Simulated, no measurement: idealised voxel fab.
This section sets out a process module, namely voxel gate over fins.
cross-section cut | 295 nm wide | cells 5 nm
The cross-sections in this document take the form of a grid made of square cells. They are written out as bands, in order from top to bottom. Each band consists of one or more rows of cells. Heights first: top, then bottom, in nm. Then materials, left to right, each with a width in nm. "everywhere" on a single material: fills the band edge to edge. "blank": empty space. Note: height 0 marks the level under which the wafer is uniformly one material as received. Lowest band unbounded below, written "top 0, no bottom". A width such as "30 to 40" changes by the same amount from each row of cells to the next, from the band's top row to its bottom row. What does "nothing different" mean for a step? It means no cell of the cross-section changed in that step. The entry titled "Closed cavities" provides the empty spaces that have no open way to the top, restricted to those of 8 cells or more. Each is presented as width x height at distance, the distance being measured from the left edge, with all three in nm. Where a step's line continues beyond its settings, the continuation is a remark by the simulator itself on that step. What "overlay nm" on a step's line means: if the step has a mask, that mask lay this far to the right of its planned place, or, when the value is negative, to the left.

### Intended process steps
1. RECEIVE (material Si)
2. CONFORMAL_DEP (material SiN; thk nm 10)
3. DIRECTIONAL_DEP (material aC; thk nm 15)
4. PATTERN (tone cover; mask id FINS; material resist; width nm 15; pitch nm 60; thk nm 30; overlay nm 0)
5. DIRECTIONAL_ETCH (etch materials aC; depth nm 15)
6. STRIP (etch materials resist)
7. DIRECTIONAL_ETCH (etch materials SiN; depth nm 10)
8. DIRECTIONAL_ETCH (etch materials Si; depth nm 35)
9. STRIP (etch materials aC)
10. FILL_DEP (material SiO2; thk nm 15)
11. CMP (height nm 10)
12. DIRECTIONAL_DEP (material aC; thk nm 15)
13. PATTERN (tone open; mask id RAIL; material resist; width nm 15; thk nm 30; overlay nm 0)
14. DIRECTIONAL_ETCH (etch materials aC; depth nm 15)
15. STRIP (etch materials resist)
16. DIRECTIONAL_ETCH (etch materials SiO2; depth nm 40)
17. STRIP (etch materials aC)
18. CONFORMAL_DEP (material TiN; thk nm 5)
19. FILL_DEP (material W; thk nm 10)
20. CMP (height nm 10)
21. SELECTIVE_ETCH (etch materials W Ru TiN; depth nm 25)
22. FILL_DEP (material SiO2; thk nm 5)
23. CMP (height nm 10)
24. SELECTIVE_ETCH (etch materials SiO2; depth nm 20)
25. STRIP (etch materials SiN)
26. CONFORMAL_DEP (material HfO2; thk nm 5)
27. CONFORMAL_DEP (material TiN; thk nm 5)
28. CONFORMAL_DEP (material TiAl; thk nm 5)
29. CONFORMAL_DEP (material TiN; thk nm 5)
30. FILL_DEP (material W; thk nm 10)
31. CMP (height nm 25)
32. CONFORMAL_DEP (material SiCN; thk nm 5)

### Below: the first of two wafers, run as planned

### Here's what the wafer looked like in cross-section when it arrived - that's after step 1
  top 0, no bottom | Si everywhere
  Closed cavities: none

### Step 2 done - wafer cross-section
  top 10, bottom 0 | SiN everywhere
  Nothing below the height 0 has changed.

### Step 3 done - wafer cross-section
  top 25, bottom 10 | aC everywhere
  Nothing below the height 10 has changed.

### Step 4 done - wafer cross-section
  top 55, bottom 25 | blank (110) | resist (15) | blank (45) | resist (15) | blank (110)
  Nothing below the height 25 has changed.

### Step 5 done - wafer cross-section
  top 40, bottom 25 | blank (110) | resist (15) | blank (45) | resist (15) | blank (110)
  top 25, bottom 10 | blank (110) | aC (15) | blank (45) | aC (15) | blank (110)
  Nothing below the height 10 has changed.

### Step 6 done - wafer cross-section
  top 25, bottom 10 | blank (110) | aC (15) | blank (45) | aC (15) | blank (110)
  Nothing below the height 10 has changed.

### Step 7 done - wafer cross-section
  top 25, bottom 10 | blank (110) | aC (15) | blank (45) | aC (15) | blank (110)
  top 10, bottom 0 | blank (110) | SiN (15) | blank (45) | SiN (15) | blank (110)
  Nothing below the height 0 has changed.

### Step 8 done - wafer cross-section
  top 25, bottom 10 | blank (110) | aC (15) | blank (45) | aC (15) | blank (110)
  top 10, bottom 0 | blank (110) | SiN (15) | blank (45) | SiN (15) | blank (110)
  top 0, bottom -35 | blank (110) | Si (15) | blank (45) | Si (15) | blank (110)
  Nothing below the height -35 has changed.

### Step 9 done - wafer cross-section
  top 10, bottom 0 | blank (110) | SiN (15) | blank (45) | SiN (15) | blank (110)
  Nothing below the height 0 has changed.

### Step 10 done - wafer cross-section
  top 25, bottom 10 | SiO2 everywhere
  top 10, bottom 0 | SiO2 (110) | SiN (15) | SiO2 (45) | SiN (15) | SiO2 (110)
  top 0, bottom -35 | SiO2 (110) | Si (15) | SiO2 (45) | Si (15) | SiO2 (110)
  Nothing below the height -35 has changed.

### Step 11 done - wafer cross-section
  top 10, bottom 0 | SiO2 (110) | SiN (15) | SiO2 (45) | SiN (15) | SiO2 (110)
  Nothing below the height 0 has changed.

### Step 12 done - wafer cross-section
  top 25, bottom 10 | aC everywhere
  Nothing below the height 10 has changed.

### Step 13 done - wafer cross-section
  top 55, bottom 25 | resist (140) | blank (15) | resist (140)
  Nothing below the height 25 has changed.

### Step 14 done - wafer cross-section
  top 40, bottom 25 | resist (140) | blank (15) | resist (140)
  top 25, bottom 10 | aC (140) | blank (15) | aC (140)
  Nothing below the height 10 has changed.

### Step 15 done - wafer cross-section
  top 25, bottom 10 | aC (140) | blank (15) | aC (140)
  Nothing below the height 10 has changed.

### Step 16 done - wafer cross-section
  top 25, bottom 10 | aC (140) | blank (15) | aC (140)
  top 10, bottom 0 | SiO2 (110) | SiN (15) | SiO2 (15) | blank (15) | SiO2 (15) | SiN (15) | SiO2 (110)
  top 0, bottom -30 | SiO2 (110) | Si (15) | SiO2 (15) | blank (15) | SiO2 (15) | Si (15) | SiO2 (110)
  Nothing below the height -30 has changed.

### Step 17 done - wafer cross-section
  top 10, bottom 0 | SiO2 (110) | SiN (15) | SiO2 (15) | blank (15) | SiO2 (15) | SiN (15) | SiO2 (110)
  Nothing below the height 0 has changed.

### Step 18 done - wafer cross-section
  top 15, bottom 10 | TiN (145) | blank (5) | TiN (145)
  top 10, bottom 0 | SiO2 (110) | SiN (15) | SiO2 (15) | TiN (5) | blank (5) | TiN (5) | SiO2 (15) | SiN (15) | SiO2 (110)
  top 0, bottom -25 | SiO2 (110) | Si (15) | SiO2 (15) | TiN (5) | blank (5) | TiN (5) | SiO2 (15) | Si (15) | SiO2 (110)
  top -25, bottom -30 | SiO2 (110) | Si (15) | SiO2 (15) | TiN (15) | SiO2 (15) | Si (15) | SiO2 (110)
  Nothing below the height -30 has changed.

### Step 19 done - wafer cross-section
  top 25, bottom 15 | W everywhere
  top 15, bottom 10 | TiN (145) | W (5) | TiN (145)
  top 10, bottom 0 | SiO2 (110) | SiN (15) | SiO2 (15) | TiN (5) | W (5) | TiN (5) | SiO2 (15) | SiN (15) | SiO2 (110)
  top 0, bottom -25 | SiO2 (110) | Si (15) | SiO2 (15) | TiN (5) | W (5) | TiN (5) | SiO2 (15) | Si (15) | SiO2 (110)
  Nothing below the height -25 has changed.

### Step 20 done - wafer cross-section
  top 10, bottom 0 | SiO2 (110) | SiN (15) | SiO2 (15) | TiN (5) | W (5) | TiN (5) | SiO2 (15) | SiN (15) | SiO2 (110)
  Nothing below the height 0 has changed.

### Step 21 done - wafer cross-section
  top 10, bottom 0 | SiO2 (110) | SiN (15) | SiO2 (15) | blank (15) | SiO2 (15) | SiN (15) | SiO2 (110)
  top 0, bottom -15 | SiO2 (110) | Si (15) | SiO2 (15) | blank (15) | SiO2 (15) | Si (15) | SiO2 (110)
  Nothing below the height -15 has changed.

### Step 22 done - wafer cross-section
  top 15, bottom 10 | SiO2 everywhere
  top 10, bottom 0 | SiO2 (110) | SiN (15) | SiO2 (45) | SiN (15) | SiO2 (110)
  top 0, bottom -15 | SiO2 (110) | Si (15) | SiO2 (45) | Si (15) | SiO2 (110)
  Nothing below the height -15 has changed.

### Step 23 done - wafer cross-section
  top 10, bottom 0 | SiO2 (110) | SiN (15) | SiO2 (45) | SiN (15) | SiO2 (110)
  Nothing below the height 0 has changed.

### Step 24 done - wafer cross-section
  top 10, bottom 0 | blank (110) | SiN (15) | blank (45) | SiN (15) | blank (110)
  top 0, bottom -10 | blank (110) | Si (15) | blank (45) | Si (15) | blank (110)
  Nothing below the height -10 has changed.

### Step 25 done - wafer cross-section
  top 0, bottom -10 | blank (110) | Si (15) | blank (45) | Si (15) | blank (110)
  Nothing below the height -10 has changed.

### Step 26 done - wafer cross-section
  top 5, bottom 0 | blank (105) | HfO2 (25) | blank (35) | HfO2 (25) | blank (105)
  top 0, bottom -5 | blank (105) | HfO2 (5) | Si (15) | HfO2 (5) | blank (35) | HfO2 (5) | Si (15) | HfO2 (5) | blank (105)
  top -5, bottom -10 | HfO2 (110) | Si (15) | HfO2 (45) | Si (15) | HfO2 (110)
  Nothing below the height -10 has changed.

### Step 27 done - wafer cross-section
  top 10, bottom 5 | blank (100) | TiN (35) | blank (25) | TiN (35) | blank (100)
  top 5, bottom 0 | blank (100) | TiN (5) | HfO2 (25) | TiN (5) | blank (25) | TiN (5) | HfO2 (25) | TiN (5) | blank (100)
  top 0, bottom -5 | TiN (105) | HfO2 (5) | Si (15) | HfO2 (5) | TiN (35) | HfO2 (5) | Si (15) | HfO2 (5) | TiN (105)
  Nothing below the height -5 has changed.

### Step 28 done - wafer cross-section
  top 15, bottom 10 | blank (95) | TiAl (45) | blank (15) | TiAl (45) | blank (95)
  top 10, bottom 5 | blank (95) | TiAl (5) | TiN (35) | TiAl (5) | blank (15) | TiAl (5) | TiN (35) | TiAl (5) | blank (95)
  top 5, bottom 0 | TiAl (100) | TiN (5) | HfO2 (25) | TiN (5) | TiAl (25) | TiN (5) | HfO2 (25) | TiN (5) | TiAl (100)
  Nothing below the height 0 has changed.

### Step 29 done - wafer cross-section
  top 20, bottom 15 | blank (90) | TiN (55) | blank (5) | TiN (55) | blank (90)
  top 15, bottom 10 | blank (90) | TiN (5) | TiAl (45) | TiN (5) | blank (5) | TiN (5) | TiAl (45) | TiN (5) | blank (90)
  top 10, bottom 5 | TiN (95) | TiAl (5) | TiN (35) | TiAl (5) | TiN (15) | TiAl (5) | TiN (35) | TiAl (5) | TiN (95)
  Nothing below the height 5 has changed.

### Step 30 done - wafer cross-section
  top 30, bottom 20 | W everywhere
  top 20, bottom 15 | W (90) | TiN (55) | W (5) | TiN (55) | W (90)
  top 15, bottom 10 | W (90) | TiN (5) | TiAl (45) | TiN (5) | W (5) | TiN (5) | TiAl (45) | TiN (5) | W (90)
  Nothing below the height 10 has changed.

### Step 31 done - wafer cross-section
  top 25, bottom 20 | W everywhere
  Nothing below the height 20 has changed.

### Step 32 done - wafer cross-section
  top 30, bottom 25 | SiCN everywhere
  Nothing below the height 25 has changed.

### Second wafer, same starting state and plan as the first, one mistake in the run, identical through step 12

### The second wafer in cross-section, at the planned close of step 13
  top 55, bottom 25 | resist (135) | blank (25) | resist (135)
  Nothing below the height 25 has changed.

### The second wafer in cross-section, at the planned close of step 14
  top 40, bottom 25 | resist (135) | blank (25) | resist (135)
  top 25, bottom 10 | aC (135) | blank (25) | aC (135)
  Nothing below the height 10 has changed.

### The second wafer in cross-section, at the planned close of step 15
  top 25, bottom 10 | aC (135) | blank (25) | aC (135)
  Nothing below the height 10 has changed.

### The second wafer in cross-section, at the planned close of step 16
  top 25, bottom 10 | aC (135) | blank (25) | aC (135)
  top 10, bottom 0 | SiO2 (110) | SiN (15) | SiO2 (10) | blank (25) | SiO2 (10) | SiN (15) | SiO2 (110)
  top 0, bottom -30 | SiO2 (110) | Si (15) | SiO2 (10) | blank (25) | SiO2 (10) | Si (15) | SiO2 (110)
  Nothing below the height -30 has changed.

### The second wafer in cross-section, at the planned close of step 17
  top 10, bottom 0 | SiO2 (110) | SiN (15) | SiO2 (10) | blank (25) | SiO2 (10) | SiN (15) | SiO2 (110)
  Nothing below the height 0 has changed.

### The second wafer in cross-section, at the planned close of step 18
  top 15, bottom 10 | TiN (140) | blank (15) | TiN (140)
  top 10, bottom 0 | SiO2 (110) | SiN (15) | SiO2 (10) | TiN (5) | blank (15) | TiN (5) | SiO2 (10) | SiN (15) | SiO2 (110)
  top 0, bottom -25 | SiO2 (110) | Si (15) | SiO2 (10) | TiN (5) | blank (15) | TiN (5) | SiO2 (10) | Si (15) | SiO2 (110)
  top -25, bottom -30 | SiO2 (110) | Si (15) | SiO2 (10) | TiN (25) | SiO2 (10) | Si (15) | SiO2 (110)
  Nothing below the height -30 has changed.

### The second wafer in cross-section, at the planned close of step 19
  top 25, bottom 15 | W everywhere
  top 15, bottom 10 | TiN (140) | W (15) | TiN (140)
  top 10, bottom 0 | SiO2 (110) | SiN (15) | SiO2 (10) | TiN (5) | W (15) | TiN (5) | SiO2 (10) | SiN (15) | SiO2 (110)
  top 0, bottom -25 | SiO2 (110) | Si (15) | SiO2 (10) | TiN (5) | W (15) | TiN (5) | SiO2 (10) | Si (15) | SiO2 (110)
  Nothing below the height -25 has changed.

### The second wafer in cross-section, at the planned close of step 20
  top 10, bottom 0 | SiO2 (110) | SiN (15) | SiO2 (10) | TiN (5) | W (15) | TiN (5) | SiO2 (10) | SiN (15) | SiO2 (110)
  Nothing below the height 0 has changed.

### The second wafer in cross-section, at the planned close of step 21
  top 10, bottom 0 | SiO2 (110) | SiN (15) | SiO2 (10) | blank (25) | SiO2 (10) | SiN (15) | SiO2 (110)
  top 0, bottom -15 | SiO2 (110) | Si (15) | SiO2 (10) | blank (25) | SiO2 (10) | Si (15) | SiO2 (110)
  Nothing below the height -15 has changed.

### The second wafer in cross-section, at the planned close of step 22
  top 15, bottom 10 | SiO2 everywhere
  top 10, bottom 0 | SiO2 (110) | SiN (15) | SiO2 (45) | SiN (15) | SiO2 (110)
  top 0, bottom -15 | SiO2 (110) | Si (15) | SiO2 (45) | Si (15) | SiO2 (110)
  Nothing below the height -15 has changed.

### The second wafer in cross-section, at the planned close of step 23
  top 10, bottom 0 | SiO2 (110) | SiN (15) | SiO2 (45) | SiN (15) | SiO2 (110)
  Nothing below the height 0 has changed.

### The second wafer in cross-section, at the planned close of step 24
  top 10, bottom 0 | blank (110) | SiN (15) | blank (45) | SiN (15) | blank (110)
  top 0, bottom -10 | blank (110) | Si (15) | blank (45) | Si (15) | blank (110)
  Nothing below the height -10 has changed.

### The second wafer in cross-section, at the planned close of step 25
  top 0, bottom -10 | blank (110) | Si (15) | blank (45) | Si (15) | blank (110)
  Nothing below the height -10 has changed.

### The second wafer in cross-section, at the planned close of step 26
  top 5, bottom 0 | blank (105) | HfO2 (25) | blank (35) | HfO2 (25) | blank (105)
  top 0, bottom -5 | blank (105) | HfO2 (5) | Si (15) | HfO2 (5) | blank (35) | HfO2 (5) | Si (15) | HfO2 (5) | blank (105)
  top -5, bottom -10 | HfO2 (110) | Si (15) | HfO2 (45) | Si (15) | HfO2 (110)
  Nothing below the height -10 has changed.

### The second wafer in cross-section, at the planned close of step 27
  top 10, bottom 5 | blank (100) | TiN (35) | blank (25) | TiN (35) | blank (100)
  top 5, bottom 0 | blank (100) | TiN (5) | HfO2 (25) | TiN (5) | blank (25) | TiN (5) | HfO2 (25) | TiN (5) | blank (100)
  top 0, bottom -5 | TiN (105) | HfO2 (5) | Si (15) | HfO2 (5) | TiN (35) | HfO2 (5) | Si (15) | HfO2 (5) | TiN (105)
  Nothing below the height -5 has changed.

### The second wafer in cross-section, at the planned close of step 28
  top 15, bottom 10 | blank (95) | TiAl (45) | blank (15) | TiAl (45) | blank (95)
  top 10, bottom 5 | blank (95) | TiAl (5) | TiN (35) | TiAl (5) | blank (15) | TiAl (5) | TiN (35) | TiAl (5) | blank (95)
  top 5, bottom 0 | TiAl (100) | TiN (5) | HfO2 (25) | TiN (5) | TiAl (25) | TiN (5) | HfO2 (25) | TiN (5) | TiAl (100)
  Nothing below the height 0 has changed.

### The second wafer in cross-section, at the planned close of step 29
  top 20, bottom 15 | blank (90) | TiN (55) | blank (5) | TiN (55) | blank (90)
  top 15, bottom 10 | blank (90) | TiN (5) | TiAl (45) | TiN (5) | blank (5) | TiN (5) | TiAl (45) | TiN (5) | blank (90)
  top 10, bottom 5 | TiN (95) | TiAl (5) | TiN (35) | TiAl (5) | TiN (15) | TiAl (5) | TiN (35) | TiAl (5) | TiN (95)
  Nothing below the height 5 has changed.

### The second wafer in cross-section, at the planned close of step 30
  top 30, bottom 20 | W everywhere
  top 20, bottom 15 | W (90) | TiN (55) | W (5) | TiN (55) | W (90)
  top 15, bottom 10 | W (90) | TiN (5) | TiAl (45) | TiN (5) | W (5) | TiN (5) | TiAl (45) | TiN (5) | W (90)
  Nothing below the height 10 has changed.

### The second wafer in cross-section, at the planned close of step 31
  top 25, bottom 20 | W everywhere
  Nothing below the height 20 has changed.

### The second wafer in cross-section, at the planned close of step 32
  top 30, bottom 25 | SiCN everywhere
  Nothing below the height 25 has changed.
So what did we get wrong on this run? contrary to plan, step 13 was performed as PATTERN (tone open; mask id RAIL; material resist; width nm 25; thk nm 30; overlay nm 0)
Heads up, by the end the second wafer has more or fewer cells of some materials compared to the first: SiO2: 6 fewer; TiN: 2 more; W: 4 more
